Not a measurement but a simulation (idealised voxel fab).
The process module presented herein is designated voxel wiring stack.
160 nm wide, 5 nm square cells: that's cross-section cut.
When this document writes out a cross-section, it uses a grid of square cells and lists it as bands, beginning at the top and moving down, with a band standing for one or more rows of cells.
Top, bottom (nm), then materials left to right with widths (nm); lone material tagged "everywhere" fills the whole band edge to edge; "empty" = empty space.
The reference from which all heights are counted is 0, the level beneath which the as-received wafer is entirely one material; the lowest band, having no lower bound, proceeds downward and is written after the example "z 0 and below".
A width given as "30->40" starts at the first number in the band's top row and ends at the second number in its bottom row, shifting by an equal amount at every step from row to row.
"remained unchanged" after a step means that no cell of the cross-section changed.
Empty spaces counting at least 8 cells and having no open way to the top are listed in "Enclosed void list". The notation width x height at distance is used for each, the distance being from the left edge and all three values in nm.
Step line, after settings: the simulator's comment on this step.
Each step line may optionally specify "overlay nm", which for a step with a mask gives the rightward distance between the mask's planned place and where it lay, a negative value indicating the leftward direction.

# Intended process steps
- 1: RECEIVE [material Si]
- 2: CONFORMAL_DEP [material SiO2] [thk nm 15]
- 3: DIRECTIONAL_DEP [material TiN] [thk nm 5]
- 4: DIRECTIONAL_DEP [material W] [thk nm 25]
- 5: PATTERN [tone cover] [mask id METAL_1] [material resist] [width nm 20] [pitch nm 40] [thk nm 20] [overlay nm 0]
- 6: DIRECTIONAL_ETCH [etch materials W] [depth nm 25]
- 7: DIRECTIONAL_ETCH [etch materials TiN] [depth nm 5]
- 8: STRIP [etch materials resist]
- 9: FILL_DEP [material lowk] [thk nm 10]
- 10: CMP [height nm 45]
- 11: CONFORMAL_DEP [material SiCN] [thk nm 5]
- 12: DIRECTIONAL_DEP [material lowk] [thk nm 30]
- 13: DIRECTIONAL_DEP [material aC] [thk nm 15]
- 14: PATTERN [tone open] [mask id METAL_2] [material resist] [width nm 20] [pitch nm 40] [thk nm 30] [overlay nm 0]
- 15: DIRECTIONAL_ETCH [etch materials aC] [depth nm 15]
- 16: STRIP [etch materials resist]
- 17: DIRECTIONAL_ETCH [etch materials lowk] [depth nm 15]
- 18: STRIP [etch materials aC]
- 19: MASKED_ETCH [tone open] [mask id METAL_2_HOLES] [width nm 15] [pitch nm 40] [etch materials lowk] [depth nm 15] [overlay nm 0]
- 20: MASKED_ETCH [tone open] [mask id METAL_2_HOLES] [width nm 15] [pitch nm 40] [etch materials SiCN] [depth nm 5] [overlay nm 0]
- 21: CONFORMAL_DEP [material TiN] [thk nm 5]
- 22: FILL_DEP [material Cu] [thk nm 10]
- 23: CMP [height nm 80]
- 24: CONFORMAL_DEP [material SiN] [thk nm 5]

# As-received state of the wafer in cross-section, equivalent to post-step 1
z 0 and below: Si everywhere
Enclosed void list: none

# Below is the wafer in cross-section after the module was completed. It began from the starting point shown above and followed the plan shown above, except that one mistake was made while running it
z 85 to 80: SiN everywhere
z 80 to 70: Cu 60 nm; TiN 5 nm; lowk 5 nm; TiN 5 nm; Cu 25 nm; TiN 5 nm; lowk 5 nm; TiN 5 nm; Cu 45 nm
z 70 to 65: TiN 65 nm; lowk 5 nm; TiN 35 nm; lowk 5 nm; TiN 50 nm
z 65 to 50: lowk everywhere
z 50 to 45: SiCN everywhere
z 45 to 20: lowk 50 nm; W 20 nm; lowk 20 nm; W 20 nm; lowk 50 nm
z 20 to 15: lowk 50 nm; TiN 20 nm; lowk 20 nm; TiN 20 nm; lowk 50 nm
z 15 to 0: SiO2 everywhere
z 0 and below: Si everywhere
Enclosed void list: none
What was done differently from what was planned? contrary to plan, step 14 was performed as PATTERN [tone cover] [mask id METAL_2] [material resist] [width nm 20] [pitch nm 40] [thk nm 30] [overlay nm 0]
